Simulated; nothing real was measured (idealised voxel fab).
Process module name: voxel spacer lines
Xsec cut, 145 nm wide, square cell size 5 nm.
Each cross-section below is a grid of square cells, stated as bands in top-down order, with one or more rows of cells making up each band. Heights first: top, then bottom, in nm. Then materials, left to right, each with a width in nm. "throughout" on a single material: fills the band edge to edge. "empty": empty space. Basically, 0 is our baseline, since under it the wafer straight out of the box is all one material. The bottom band has no lower end and keeps on going down, so it looks like "0 -> down". With a width like "30..40", each row of cells in the band differs from the next by the same amount, the top row carrying the first number and the bottom row the second. No cell of the cross-section changed in a step that is given as "remained the same". "Fully closed voids": empty spaces of 8 cells or more with no open way to the top, each given as width x height at distance, distance from the left edge, all in nm. Read whatever lies past the settings on a step's line as the simulator's own remark about the step. If you see "overlay nm" on a step's line and that step has a mask, it's telling you how far right of where it was planned the mask ended up; a negative number means it went left instead. Read each pair as before and after one process step. The after cross-section shows only down to the lowest band that changed. The step between them and its settings are given below the pair. Pairs can come from different runs of this module on the same starting wafer. A pair continues from the pair above only where its "Before this step" entry says so.
## Before this step
- 0 -> down | Si throughout
- Fully closed voids: none
## State After Step
- 5 -> 0 | Al2O3 throughout
- Below a height of 0, the structure has not been altered.
- Fully closed voids: none
Process step separating the two views above: CONFORMAL_DEP with material Al2O3, thk nm 5
Before this step: as in the pair right above, post-step view.
## State After Step
- 25 -> 5 | TiN throughout
- Below a height of 5, the structure has not been altered.
- Fully closed voids: none
Process step separating the two views above: DIRECTIONAL_DEP with material TiN, thk nm 20
Before this step: as in the pair right above, post-step view.
## State After Step
- 55 -> 25 | polySi throughout
- Below a height of 25, the structure has not been altered.
- Fully closed voids: none
Process step separating the two views above: DIRECTIONAL_DEP with material polySi, thk nm 30
Before this step: as in the pair right above, post-step view.
## State After Step
- 90 -> 55 | 15 of empty  15 of resist  35 of empty  15 of resist  35 of empty  15 of resist  15 of empty
- Below a height of 55, the structure has not been altered.
- Fully closed voids: none
Process step separating the two views above: PATTERN with tone cover, mask id MANDREL, material resist, width nm 15, pitch nm 50, thk nm 35, overlay nm 0
Before this step: as in the pair right above, post-step view.
## State After Step
- 90 -> 55 | 15 of empty  15 of resist  35 of empty  15 of resist  35 of empty  15 of resist  15 of empty
- 55 -> 25 | 15 of empty  15 of polySi  35 of empty  15 of polySi  35 of empty  15 of polySi  15 of empty
- Below a height of 25, the structure has not been altered.
- Fully closed voids: none
Process step separating the two views above: DIRECTIONAL_ETCH with etch materials polySi, depth nm 30
Before this step: as in the pair right above, post-step view.
## State After Step
- 55 -> 25 | 15 of empty  15 of polySi  35 of empty  15 of polySi  35 of empty  15 of polySi  15 of empty
- Below a height of 25, the structure has not been altered.
- Fully closed voids: none
Process step separating the two views above: STRIP with etch materials resist
Before this step: as in the pair right above, post-step view.
## State After Step
- 65 -> 55 | 5 of empty  35 of SiO2  15 of empty  35 of SiO2  15 of empty  35 of SiO2  5 of empty
- 55 -> 35 | 5 of empty  10 of SiO2  15 of polySi  10 of SiO2  15 of empty  10 of SiO2  15 of polySi  10 of SiO2  15 of empty  10 of SiO2  15 of polySi  10 of SiO2  5 of empty
- 35 -> 25 | 15 of SiO2  15 of polySi  35 of SiO2  15 of polySi  35 of SiO2  15 of polySi  15 of SiO2
- Below a height of 25, the structure has not been altered.
- Fully closed voids: none
Process step separating the two views above: CONFORMAL_DEP with material SiO2, thk nm 10
Before this step: as in the pair right above, post-step view.
## State After Step
- 55 -> 25 | 5 of empty  10 of SiO2  15 of polySi  10 of SiO2  15 of empty  10 of SiO2  15 of polySi  10 of SiO2  15 of empty  10 of SiO2  15 of polySi  10 of SiO2  5 of empty
- Below a height of 25, the structure has not been altered.
- Fully closed voids: none
Process step separating the two views above: DIRECTIONAL_ETCH with etch materials SiO2, depth nm 10
Before this step: as in the pair right above, post-step view.
## State After Step
- 55 -> 25 | 5 of empty  10 of SiO2  15 of empty  10 of SiO2  15 of empty  10 of SiO2  15 of empty  10 of SiO2  15 of empty  10 of SiO2  15 of empty  10 of SiO2  5 of empty
- Below a height of 25, the structure has not been altered.
- Fully closed voids: none
Process step separating the two views above: STRIP with etch materials polySi
Before this step: as in the pair right above, post-step view.
## State After Step
- 55 -> 25 | 5 of empty  10 of SiO2  15 of empty  10 of SiO2  15 of empty  10 of SiO2  15 of empty  10 of SiO2  15 of empty  10 of SiO2  15 of empty  10 of SiO2  5 of empty
- 25 -> 5 | 5 of empty  10 of TiN  15 of empty  10 of TiN  15 of empty  10 of TiN  15 of empty  10 of TiN  15 of empty  10 of TiN  15 of empty  10 of TiN  5 of empty
- Below a height of 5, the structure has not been altered.
- Fully closed voids: none
Process step separating the two views above: DIRECTIONAL_ETCH with etch materials TiN, depth nm 20
Before this step: as in the pair right above, post-step view.
## State After Step
- 25 -> 5 | 5 of empty  10 of TiN  15 of empty  10 of TiN  15 of empty  10 of TiN  15 of empty  10 of TiN  15 of empty  10 of TiN  15 of empty  10 of TiN  5 of empty
- Below a height of 5, the structure has not been altered.
- Fully closed voids: none
Process step separating the two views above: STRIP with etch materials SiO2
Before this step: as in the pair right above, post-step view.
## State After Step
- 30 -> 25 | lowk throughout
- 25 -> 5 | 5 of lowk  10 of TiN  15 of lowk  10 of TiN  15 of lowk  10 of TiN  15 of lowk  10 of TiN  15 of lowk  10 of TiN  15 of lowk  10 of TiN  5 of lowk
- Below a height of 5, the structure has not been altered.
- Fully closed voids: none
Process step separating the two views above: FILL_DEP with material lowk, thk nm 5
Before this step: as in the pair right above, post-step view.
## State After Step
- 25 -> 5 | 5 of lowk  10 of TiN  15 of lowk  10 of TiN  15 of lowk  10 of TiN  15 of lowk  10 of TiN  15 of lowk  10 of TiN  15 of lowk  10 of TiN  5 of lowk
- Below a height of 5, the structure has not been altered.
- Fully closed voids: none
Process step separating the two views above: CMP with height nm 25
## Before this step
- 0 -> down | Si throughout
- Fully closed voids: none
## State After Step
- 20 -> 0 | TiN throughout
- Below a height of 0, the structure has not been altered.
- Fully closed voids: none
Process step separating the two views above: DIRECTIONAL_DEP with material TiN, thk nm 20
Before this step: as in the pair right above, post-step view.
## State After Step
- 50 -> 20 | polySi throughout
- Below a height of 20, the structure has not been altered.
- Fully closed voids: none
Process step separating the two views above: DIRECTIONAL_DEP with material polySi, thk nm 30
Before this step: as in the pair right above, post-step view.
## State After Step
- 85 -> 50 | 15 of empty  15 of resist  35 of empty  15 of resist  35 of empty  15 of resist  15 of empty
- Below a height of 50, the structure has not been altered.
- Fully closed voids: none
Process step separating the two views above: PATTERN with tone cover, mask id MANDREL, material resist, width nm 15, pitch nm 50, thk nm 35, overlay nm 0
Before this step: as in the pair right above, post-step view.
## State After Step
- 85 -> 50 | 15 of empty  15 of resist  35 of empty  15 of resist  35 of empty  15 of resist  15 of empty
- 50 -> 20 | 15 of empty  15 of polySi  35 of empty  15 of polySi  35 of empty  15 of polySi  15 of empty
- Below a height of 20, the structure has not been altered.
- Fully closed voids: none
Process step separating the two views above: DIRECTIONAL_ETCH with etch materials polySi, depth nm 30
Before this step: as in the pair right above, post-step view.
## State After Step
- 50 -> 20 | 15 of empty  15 of polySi  35 of empty  15 of polySi  35 of empty  15 of polySi  15 of empty
- Below a height of 20, the structure has not been altered.
- Fully closed voids: none
Process step separating the two views above: STRIP with etch materials resist
Before this step: as in the pair right above, post-step view.
## State After Step
- 60 -> 50 | 5 of empty  35 of SiO2  15 of empty  35 of SiO2  15 of empty  35 of SiO2  5 of empty
- 50 -> 30 | 5 of empty  10 of SiO2  15 of polySi  10 of SiO2  15 of empty  10 of SiO2  15 of polySi  10 of SiO2  15 of empty  10 of SiO2  15 of polySi  10 of SiO2  5 of empty
- 30 -> 20 | 15 of SiO2  15 of polySi  35 of SiO2  15 of polySi  35 of SiO2  15 of polySi  15 of SiO2
- Below a height of 20, the structure has not been altered.
- Fully closed voids: none
Process step separating the two views above: CONFORMAL_DEP with material SiO2, thk nm 10
Before this step: as in the pair right above, post-step view.
## State After Step
- 50 -> 20 | 5 of empty  10 of SiO2  15 of polySi  10 of SiO2  15 of empty  10 of SiO2  15 of polySi  10 of SiO2  15 of empty  10 of SiO2  15 of polySi  10 of SiO2  5 of empty
- Below a height of 20, the structure has not been altered.
- Fully closed voids: none
Process step separating the two views above: DIRECTIONAL_ETCH with etch materials SiO2, depth nm 10
Before this step: as in the pair right above, post-step view.
## State After Step
- 50 -> 20 | 5 of empty  10 of SiO2  15 of empty  10 of SiO2  15 of empty  10 of SiO2  15 of empty  10 of SiO2  15 of empty  10 of SiO2  15 of empty  10 of SiO2  5 of empty
- Below a height of 20, the structure has not been altered.
- Fully closed voids: none
Process step separating the two views above: STRIP with etch materials polySi
Before this step: as in the pair right above, post-step view.
## State After Step
- 50 -> 20 | 5 of empty  10 of SiO2  15 of empty  10 of SiO2  15 of empty  10 of SiO2  15 of empty  10 of SiO2  15 of empty  10 of SiO2  15 of empty  10 of SiO2  5 of empty
- 20 -> 0 | 5 of empty  10 of TiN  15 of empty  10 of TiN  15 of empty  10 of TiN  15 of empty  10 of TiN  15 of empty  10 of TiN  15 of empty  10 of TiN  5 of empty
- Below a height of 0, the structure has not been altered.
- Fully closed voids: none
Process step separating the two views above: DIRECTIONAL_ETCH with etch materials TiN, depth nm 20
Before this step: as in the pair right above, post-step view.
## State After Step
- 20 -> 0 | 5 of empty  10 of TiN  15 of empty  10 of TiN  15 of empty  10 of TiN  15 of empty  10 of TiN  15 of empty  10 of TiN  15 of empty  10 of TiN  5 of empty
- Below a height of 0, the structure has not been altered.
- Fully closed voids: none
Process step separating the two views above: STRIP with etch materials SiO2
Before this step: as in the pair right above, post-step view.
## State After Step
- 25 -> 20 | lowk throughout
- 20 -> 0 | 5 of lowk  10 of TiN  15 of lowk  10 of TiN  15 of lowk  10 of TiN  15 of lowk  10 of TiN  15 of lowk  10 of TiN  15 of lowk  10 of TiN  5 of lowk
- Below a height of 0, the structure has not been altered.
- Fully closed voids: none
Process step separating the two views above: FILL_DEP with material lowk, thk nm 5
## Before this step
- 20 -> 0 | TiN throughout
- 0 -> down | Si throughout
- Fully closed voids: none
## State After Step
- 25 -> 20 | Al2O3 throughout
- Below a height of 20, the structure has not been altered.
- Fully closed voids: none
Process step separating the two views above: CONFORMAL_DEP with material Al2O3, thk nm 5
Before this step: as in the pair right above, post-step view.
## State After Step
- 55 -> 25 | polySi throughout
- Below a height of 25, the structure has not been altered.
- Fully closed voids: none
Process step separating the two views above: DIRECTIONAL_DEP with material polySi, thk nm 30
Before this step: as in the pair right above, post-step view.
## State After Step
- 90 -> 55 | 15 of empty  15 of resist  35 of empty  15 of resist  35 of empty  15 of resist  15 of empty
- Below a height of 55, the structure has not been altered.
- Fully closed voids: none
Process step separating the two views above: PATTERN with tone cover, mask id MANDREL, material resist, width nm 15, pitch nm 50, thk nm 35, overlay nm 0
Before this step: as in the pair right above, post-step view.
## State After Step
- 90 -> 55 | 15 of empty  15 of resist  35 of empty  15 of resist  35 of empty  15 of resist  15 of empty
- 55 -> 25 | 15 of empty  15 of polySi  35 of empty  15 of polySi  35 of empty  15 of polySi  15 of empty
- Below a height of 25, the structure has not been altered.
- Fully closed voids: none
Process step separating the two views above: DIRECTIONAL_ETCH with etch materials polySi, depth nm 30
Before this step: as in the pair right above, post-step view.
## State After Step
- 55 -> 25 | 15 of empty  15 of polySi  35 of empty  15 of polySi  35 of empty  15 of polySi  15 of empty
- Below a height of 25, the structure has not been altered.
- Fully closed voids: none
Process step separating the two views above: STRIP with etch materials resist
Before this step: as in the pair right above, post-step view.
## State After Step
- 65 -> 55 | 5 of empty  35 of SiO2  15 of empty  35 of SiO2  15 of empty  35 of SiO2  5 of empty
- 55 -> 35 | 5 of empty  10 of SiO2  15 of polySi  10 of SiO2  15 of empty  10 of SiO2  15 of polySi  10 of SiO2  15 of empty  10 of SiO2  15 of polySi  10 of SiO2  5 of empty
- 35 -> 25 | 15 of SiO2  15 of polySi  35 of SiO2  15 of polySi  35 of SiO2  15 of polySi  15 of SiO2
- Below a height of 25, the structure has not been altered.
- Fully closed voids: none
Process step separating the two views above: CONFORMAL_DEP with material SiO2, thk nm 10
Before this step: as in the pair right above, post-step view.
## State After Step
- 55 -> 25 | 5 of empty  10 of SiO2  15 of polySi  10 of SiO2  15 of empty  10 of SiO2  15 of polySi  10 of SiO2  15 of empty  10 of SiO2  15 of polySi  10 of SiO2  5 of empty
- Below a height of 25, the structure has not been altered.
- Fully closed voids: none
Process step separating the two views above: DIRECTIONAL_ETCH with etch materials SiO2, depth nm 10
Before this step: as in the pair right above, post-step view.
## State After Step
- 55 -> 25 | 5 of empty  10 of SiO2  15 of empty  10 of SiO2  15 of empty  10 of SiO2  15 of empty  10 of SiO2  15 of empty  10 of SiO2  15 of empty  10 of SiO2  5 of empty
- Below a height of 25, the structure has not been altered.
- Fully closed voids: none
Process step separating the two views above: STRIP with etch materials polySi
Before this step: as in the pair right above, post-step view.
## State After Step
- 25 -> 20 | Al2O3 throughout
- Below a height of 20, the structure has not been altered.
- Fully closed voids: none
Process step separating the two views above: STRIP with etch materials SiO2
Before this step: as in the pair right above, post-step view.
## State After Step
- 30 -> 25 | lowk throughout
- Below a height of 25, the structure has not been altered.
- Fully closed voids: none
Process step separating the two views above: FILL_DEP with material lowk, thk nm 5
Before this step: as in the pair right above, post-step view.
## State After Step
- 25 -> 20 | Al2O3 throughout
- Below a height of 20, the structure has not been altered.
- Fully closed voids: none
Process step separating the two views above: CMP with height nm 25
## Before this step
- 30 -> 25 | lowk throughout
- 25 -> 5 | 5 of lowk  10 of TiN  15 of lowk  10 of TiN  15 of lowk  10 of TiN  15 of lowk  10 of TiN  15 of lowk  10 of TiN  15 of lowk  10 of TiN  5 of lowk
- 5 -> 0 | Al2O3 throughout
- 0 -> down | Si throughout
- Fully closed voids: none
## State After Step
- 15 -> 5 | 5 of lowk  10 of TiN  15 of lowk  10 of TiN  15 of lowk  10 of TiN  15 of lowk  10 of TiN  15 of lowk  10 of TiN  15 of lowk  10 of TiN  5 of lowk
- Below a height of 5, the structure has not been altered.
- Fully closed voids: none
Process step separating the two views above: CMP with height nm 15
## Before this step
- 25 -> 5 | 5 of empty  10 of TiN  15 of empty  10 of TiN  15 of empty  10 of TiN  15 of empty  10 of TiN  15 of empty  10 of TiN  15 of empty  10 of TiN  5 of empty
- 5 -> 0 | Al2O3 throughout
- 0 -> down | Si throughout
- Fully closed voids: none
## State After Step
- 30 -> 25 | SiO2 throughout
- 25 -> 5 | 5 of SiO2  10 of TiN  15 of SiO2  10 of TiN  15 of SiO2  10 of TiN  15 of SiO2  10 of TiN  15 of SiO2  10 of TiN  15 of SiO2  10 of TiN  5 of SiO2
- Below a height of 5, the structure has not been altered.
- Fully closed voids: none
Process step separating the two views above: FILL_DEP with material SiO2, thk nm 5
Before this step: as in the pair right above, post-step view.
## State After Step
- 25 -> 5 | 5 of SiO2  10 of TiN  15 of SiO2  10 of TiN  15 of SiO2  10 of TiN  15 of SiO2  10 of TiN  15 of SiO2  10 of TiN  15 of SiO2  10 of TiN  5 of SiO2
- Below a height of 5, the structure has not been altered.
- Fully closed voids: none
Process step separating the two views above: CMP with height nm 25
